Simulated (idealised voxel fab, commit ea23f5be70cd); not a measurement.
Title: Process Module voxel plated lines
In the cross-section labelled cut, the width is 165 nm and each square cell is 5 nm.
This document writes a cross-section as a grid whose cells are square, and gives it as bands, listed from the top down; one or more rows of cells form a band. Read a band's entry like this: the first values are the height of its top and the height of its bottom in nm, and what follows is the sequence of materials from left to right, each with its width in nm. Note that "air" is empty space, and that a single material marked "all across" reaches across the band from edge to edge. Basically, 0 is our baseline, since under it the wafer straight out of the box is all one material. The bottom band has no lower end and keeps on going down, so it looks like "0 down". So if you see something like "30..40" for the width, read it as the top row of the band sitting at the first number and the bottom row at the second, with every row in between moving by the same amount as the last. It should be understood that the words "nothing different", when stated for a given step, signify that the cross-section underwent no change in any of its cells during that step. "Fully enclosed voids" enumerates empty spaces isolated from the top, with no open way to it, that contain at least 8 cells, giving each as width x height at distance from the left edge, all three in nm. What comes after the settings on a step's line is commentary from the simulator itself on that step. overlay nm: for a step with a mask, the amount by which the mask lay right of where it was planned; a negative amount means left of it.
### The following list gives the planned process steps
1: RECEIVE with material Si
2: CONFORMAL_DEP with material Al2O3, thk nm 10
3: DIRECTIONAL_DEP with material TiN, thk nm 5
4: PATTERN with tone open, mask id LINES, material resist, width nm 15, pitch nm 40, thk nm 35, overlay nm 0
5: EPI with material Ru, thk nm 5
6: EPI with material Ru, thk nm 10
7: EPI with material Ru, thk nm 10
8: STRIP with etch materials resist
9: DIRECTIONAL_ETCH with etch materials TiN, depth nm 5
10: CONFORMAL_DEP with material SiO2, thk nm 10
### Shown in cross-section is the wafer as received, that is, as it stands after step 1
0 down | Si all across
Fully enclosed voids: none
### Cross-section at module end, one run error; start and plan unchanged from above
40 to 30 | air (25), SiO2 (35), air (5), SiO2 (35), air (5), SiO2 (35), air (25)
30 to 20 | air (25), SiO2 (10), Ru (15), SiO2 (10), air (5), SiO2 (10), Ru (15), SiO2 (10), air (5), SiO2 (10), Ru (15), SiO2 (10), air (25)
20 to 15 | SiO2 (35), Ru (15), SiO2 (25), Ru (15), SiO2 (25), Ru (15), SiO2 (35)
15 to 10 | SiO2 (35), TiN (15), SiO2 (25), TiN (15), SiO2 (25), TiN (15), SiO2 (35)
10 to 0 | Al2O3 all across
0 down | Si all across
Fully enclosed voids: none
Processing error: one step among 6 and 7 (all identical) missing; cannot tell which
